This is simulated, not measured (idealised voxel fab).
Name of the process module below: voxel self aligned vias
The cross-section shown here is cut; it is 290 nm wide and divided into square cells measuring 5 nm on a side.
Heads up, the way a cross-section reads in here is a grid of square cells, handed over as bands from the top down, with every band being one or more rows of cells.
Band entry format. Leading values: height of top, height of bottom, nm. Remainder: materials in left-to-right order, each with its width in nm. Special words: "edge to edge" on a single material, which then fills the band edge to edge; "air", empty space.
Zero point of the height axis is 0; under it, received wafer = one material. Lowest band: continues down indefinitely, "z 0 and below".
Read "30..40" as a graded width: first number on top, second number at the bottom, same change between each pair of neighbouring rows.
You'll sometimes find "no alteration" written for a step, and that's the way of saying that nowhere in the cross-section did a cell change during that step.
What "Voids, enclosed" gives you is every empty space of 8 cells or more that is cut off from the top. Each appears as width x height at distance, with the distance taken from the left edge and width, height and distance all in nm.
Anything after a step's settings on that line? It's the simulator's own note about the step.
Among the settings permitted on a step's line is "overlay nm"; applied to a step with a mask, it specifies the extent to which the mask lay to the right of its planned position, whereas a negative figure signifies a position to the left.
So here's the lineup of process steps we planned:
step 1: RECEIVE: material Si
step 2: CONFORMAL_DEP: material SiO2, thk nm 15
step 3: CONFORMAL_DEP: material SiCN, thk nm 5
step 4: DIRECTIONAL_DEP: material SiO2, thk nm 20
step 5: PATTERN: tone open, mask id LINES, material resist, width nm 30, pitch nm 70, thk nm 15, overlay nm 0
step 6: DIRECTIONAL_ETCH: etch materials SiO2, depth nm 20
step 7: STRIP: etch materials resist
step 8: CONFORMAL_DEP: material TiN, thk nm 5
step 9: FILL_DEP: material W, thk nm 5
step 10: CMP: height nm 40
step 11: SELECTIVE_ETCH: etch materials W Ru TiN, depth nm 5
step 12: FILL_DEP: material SiN, thk nm 5
step 13: CMP: height nm 40
step 14: DIRECTIONAL_DEP: material SiO2, thk nm 20
step 15: MASKED_ETCH: tone open, mask id VIAS, width nm 40, pitch nm 70, etch materials SiO2, depth nm 20, overlay nm -15
step 16: MASKED_ETCH: tone open, mask id VIAS, width nm 40, pitch nm 70, etch materials SiN, depth nm 5, overlay nm 0
step 17: CONFORMAL_DEP: material TiN, thk nm 5
step 18: FILL_DEP: material Cu, thk nm 5
step 19: CMP: height nm 60
step 20: CONFORMAL_DEP: material SiN, thk nm 5
Where the wafers of this document differ is in the overlay nm of step 15; they start out the same, and the plan states the value that applied to the first wafer.
As-received cross-section, first of several wafers, post step 1:
- z 0 and below = Si edge to edge
- Voids, enclosed: none
Depicted here is the first of several wafers in cross-section, at module completion following the last step, step 20:
- z 65 to 60 = SiN edge to edge
- z 60 to 45 = SiO2=40 / TiN=5 / Cu=30 / TiN=5 / SiO2=30 / TiN=5 / Cu=30 / TiN=5 / SiO2=30 / TiN=5 / Cu=30 / TiN=5 / SiO2=70
- z 45 to 40 = SiO2=40 / TiN=25 / Cu=10 / TiN=5 / SiO2=30 / TiN=25 / Cu=10 / TiN=5 / SiO2=30 / TiN=25 / Cu=10 / TiN=5 / SiO2=70
- z 40 to 35 = SiO2=60 / TiN=20 / SiN=10 / SiO2=40 / TiN=20 / SiN=10 / SiO2=40 / TiN=20 / SiN=10 / SiO2=60
- z 35 to 25 = SiO2=60 / TiN=5 / W=20 / TiN=5 / SiO2=40 / TiN=5 / W=20 / TiN=5 / SiO2=40 / TiN=5 / W=20 / TiN=5 / SiO2=60
- z 25 to 20 = SiO2=60 / TiN=30 / SiO2=40 / TiN=30 / SiO2=40 / TiN=30 / SiO2=60
- z 20 to 15 = SiCN edge to edge
- z 15 to 0 = SiO2 edge to edge
- z 0 and below = Si edge to edge
- Voids, enclosed: none
Here we cross-sectioned the last of the wafers once the module was done:
- z 65 to 60 = SiN edge to edge
- z 60 to 45 = SiO2=70 / TiN=5 / Cu=30 / TiN=5 / SiO2=30 / TiN=5 / Cu=30 / TiN=5 / SiO2=30 / TiN=5 / Cu=30 / TiN=5 / SiO2=40
- z 45 to 40 = SiO2=70 / TiN=5 / Cu=10 / TiN=25 / SiO2=30 / TiN=5 / Cu=10 / TiN=25 / SiO2=30 / TiN=5 / Cu=10 / TiN=25 / SiO2=40
- z 40 to 35 = SiO2=60 / SiN=10 / TiN=20 / SiO2=40 / SiN=10 / TiN=20 / SiO2=40 / SiN=10 / TiN=20 / SiO2=60
- z 35 to 25 = SiO2=60 / TiN=5 / W=20 / TiN=5 / SiO2=40 / TiN=5 / W=20 / TiN=5 / SiO2=40 / TiN=5 / W=20 / TiN=5 / SiO2=60
- z 25 to 20 = SiO2=60 / TiN=30 / SiO2=40 / TiN=30 / SiO2=40 / TiN=30 / SiO2=60
- z 20 to 15 = SiCN edge to edge
- z 15 to 0 = SiO2 edge to edge
- z 0 and below = Si edge to edge
- Voids, enclosed: none
Row per wafer, end-of-module: cell gain (+)/loss (-) by material since the wafer came in, then closed voids:
overlay nm -15, +60 Cu, +58 SiCN, +64 SiN, +470 SiO2, +78 TiN, +24 W, Voids, enclosed: none
overlay nm -10, +63 Cu, +58 SiCN, +61 SiN, +470 SiO2, +78 TiN, +24 W, Voids, enclosed: none
overlay nm -5, +66 Cu, +58 SiCN, +58 SiN, +470 SiO2, +78 TiN, +24 W, Voids, enclosed: none
overlay nm 0, +66 Cu, +58 SiCN, +58 SiN, +470 SiO2, +78 TiN, +24 W, Voids, enclosed: none
overlay nm 5, +66 Cu, +58 SiCN, +58 SiN, +470 SiO2, +78 TiN, +24 W, Voids, enclosed: none
overlay nm 10, +63 Cu, +58 SiCN, +61 SiN, +470 SiO2, +78 TiN, +24 W, Voids, enclosed: none
overlay nm 15, +60 Cu, +58 SiCN, +64 SiN, +470 SiO2, +78 TiN, +24 W, Voids, enclosed: none
